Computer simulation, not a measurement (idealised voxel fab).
process module | voxel wiring stack
cross-section cut | 220 nm wide | cells 5 nm
A cross-section is a grid of square cells, given in bands from the top down. A band is one or more rows of cells.
Each band's line starts with the height of the band's top and of its bottom, in nm. Then come its materials from left to right, each with its width in nm. One material with "throughout" fills the band from edge to edge. "air" is empty space.
Height 0 is the level under which the wafer as received is all one material. The lowest band goes on downwards, as in "0 down".
A width such as "30 to 40" changes by the same amount from each row of cells to the next, from the band's top row to its bottom row.
"no change" after a step means that no cell of the cross-section changed.
closed voids: empty space of 8 cells or more with no open way to the top, each as width x height at its distance from the left edge, in nm
after a step's settings: what the simulator itself notes on the step
overlay nm, on a step with a mask: how far to the right of its planned place the mask lay; to the left if negative
plan
1 op RECEIVE | material Si
2 op CONFORMAL_DEP | material SiO2 | thk nm 10
3 op CONFORMAL_DEP | material SiN | thk nm 5
4 op DIRECTIONAL_DEP | material lowk | thk nm 25
5 op MASKED_ETCH | tone open | mask id METAL_1 | width nm 25 | pitch nm 45 | etch materials lowk | depth nm 25 | overlay nm 0
6 op MASKED_ETCH | tone open | mask id METAL_1 | width nm 25 | pitch nm 45 | etch materials SiN | depth nm 5 | overlay nm 0
7 op CONFORMAL_DEP | material TiN | thk nm 5
8 op FILL_DEP | material Cu | thk nm 10
9 op CMP | height nm 40
10 op EPI | material Ru | thk nm 5
11 op FILL_DEP | material SiCN | thk nm 5
12 op DIRECTIONAL_DEP | material SiO2 | thk nm 10
13 op PATTERN | tone open | mask id PLUG_1 | material resist | width nm 15 | pitch nm 45 | thk nm 20 | overlay nm 0
14 op DIRECTIONAL_ETCH | etch materials SiO2 | depth nm 10
15 op DIRECTIONAL_ETCH | etch materials SiCN | depth nm 5
16 op STRIP | etch materials resist
17 op EPI | material Ru | thk nm 10
18 op EPI | material Ru | thk nm 5
19 op DIRECTIONAL_DEP | material TiN | thk nm 5
20 op DIRECTIONAL_DEP | material W | thk nm 15
21 op PATTERN | tone cover | mask id METAL_2 | material resist | width nm 25 | pitch nm 45 | thk nm 15 | overlay nm 0
22 op DIRECTIONAL_ETCH | etch materials W | depth nm 15
23 op DIRECTIONAL_ETCH | etch materials TiN | depth nm 5
24 op STRIP | etch materials resist
25 op FILL_DEP | material lowk | thk nm 10
26 op CMP | height nm 80
27 op CONFORMAL_DEP | material SiCN | thk nm 5
28 op DIRECTIONAL_DEP | material lowk | thk nm 20
29 op PATTERN | tone open | mask id PLUG_2 | material resist | width nm 15 | pitch nm 45 | thk nm 15 | overlay nm 0
30 op DIRECTIONAL_ETCH | etch materials lowk | depth nm 20
31 op DIRECTIONAL_ETCH | etch materials SiCN | depth nm 5
32 op STRIP | etch materials resist
33 op EPI | material Ru | thk nm 10
34 op EPI | material Ru | thk nm 10
35 op EPI | material Ru | thk nm 5
36 op CONFORMAL_DEP | material SiCN | thk nm 5
37 op DIRECTIONAL_DEP | material lowk | thk nm 25
38 op MASKED_ETCH | tone open | mask id METAL_3 | width nm 25 | pitch nm 45 | etch materials lowk | depth nm 25 | overlay nm 0
39 op MASKED_ETCH | tone open | mask id METAL_3 | width nm 25 | pitch nm 45 | etch materials SiCN | depth nm 5 | overlay nm 0
40 op CONFORMAL_DEP | material TiN | thk nm 5
41 op FILL_DEP | material Ru | thk nm 10
42 op CMP | height nm 135
43 op CONFORMAL_DEP | material SiCN | thk nm 5
44 op DIRECTIONAL_DEP | material lowk | thk nm 10
45 op MASKED_ETCH | tone open | mask id PLUG_3 | width nm 15 | pitch nm 90 | etch materials lowk | depth nm 10 | overlay nm 0
46 op MASKED_ETCH | tone open | mask id PLUG_3 | width nm 15 | pitch nm 90 | etch materials SiCN | depth nm 5 | overlay nm 0
47 op EPI | material Ru | thk nm 10
48 op EPI | material Ru | thk nm 5
49 op CONFORMAL_DEP | material SiN | thk nm 5
50 op DIRECTIONAL_DEP | material SiO2 | thk nm 25
51 op PATTERN | tone open | mask id METAL_4 | material resist | width nm 25 | pitch nm 45 | thk nm 20 | overlay nm 0
52 op DIRECTIONAL_ETCH | etch materials SiO2 | depth nm 25
53 op DIRECTIONAL_ETCH | etch materials SiN | depth nm 5
54 op STRIP | etch materials resist
55 op CONFORMAL_DEP | material TiN | thk nm 5
56 op FILL_DEP | material Cu | thk nm 10
57 op CMP | height nm 180
58 op EPI | material Ru | thk nm 5
59 op FILL_DEP | material SiCN | thk nm 5
as received, after step 1
  0 down: Si throughout
  closed voids: none
a wafer at the end: this start, this plan, one mistake
  190 to 185: SiCN throughout
  185 to 180: SiCN 30 | Ru 25 | SiCN 20 | Ru 25 | SiCN 20 | Ru 25 | SiCN 20 | Ru 25 | SiCN 30
  180 to 155: SiO2 35 | TiN 5 | Cu 5 | TiN 5 | SiO2 30 | TiN 5 | Cu 5 | TiN 5 | SiO2 30 | TiN 5 | Cu 5 | TiN 5 | SiO2 30 | TiN 5 | Cu 5 | TiN 5 | SiO2 35
  155 to 150: SiN 35 | TiN 15 | SiN 30 | TiN 15 | SiN 30 | TiN 15 | SiN 30 | TiN 15 | SiN 35
  150 to 140: lowk 30 | Ru 15 | lowk 75 | Ru 15 | lowk 85
  140 to 135: SiCN 30 | Ru 15 | SiCN 75 | Ru 15 | SiCN 85
  135 to 110: lowk 30 | TiN 5 | Ru 15 | TiN 5 | lowk 20 | TiN 5 | Ru 15 | TiN 5 | lowk 20 | TiN 5 | Ru 15 | TiN 5 | lowk 20 | TiN 5 | Ru 15 | TiN 5 | lowk 30
  110 to 105: SiCN 30 | TiN 25 | SiCN 20 | TiN 25 | SiCN 20 | TiN 25 | SiCN 20 | TiN 25 | SiCN 30
  105 to 85: lowk 30 | Ru 15 | lowk 30 | Ru 15 | lowk 30 | Ru 15 | lowk 30 | Ru 15 | lowk 40
  85 to 80: SiCN 30 | Ru 15 | SiCN 30 | Ru 15 | SiCN 30 | Ru 15 | SiCN 30 | Ru 15 | SiCN 40
  80 to 65: lowk 30 | W 25 | lowk 20 | W 25 | lowk 20 | W 25 | lowk 20 | W 25 | lowk 30
  65 to 60: lowk 30 | TiN 25 | lowk 20 | TiN 25 | lowk 20 | TiN 25 | lowk 20 | TiN 25 | lowk 30
  60 to 50: SiO2 30 | Ru 15 | SiO2 30 | Ru 15 | SiO2 30 | Ru 15 | SiO2 30 | Ru 15 | SiO2 40
  50 to 40: SiCN 30 to 25 | Ru 15 to 35 | SiCN 30 to 10 | Ru 15 to 35 | SiCN 30 to 10 | Ru 15 to 35 | SiCN 30 to 10 | Ru 15 to 35 | SiCN 40 to 25
  40 to 15: lowk 30 | TiN 5 | Cu 15 | TiN 5 | lowk 20 | TiN 5 | Cu 15 | TiN 5 | lowk 20 | TiN 5 | Cu 15 | TiN 5 | lowk 20 | TiN 5 | Cu 15 | TiN 5 | lowk 30
  15 to 10: SiN 30 | TiN 25 | SiN 20 | TiN 25 | SiN 20 | TiN 25 | SiN 20 | TiN 25 | SiN 30
  10 to 0: SiO2 throughout
  0 down: Si throughout
  closed voids: none
what went wrong: step 51 ran as: op PATTERN | tone open | mask id METAL_4 | material resist | width nm 15 | pitch nm 45 | thk nm 20 | overlay nm 0
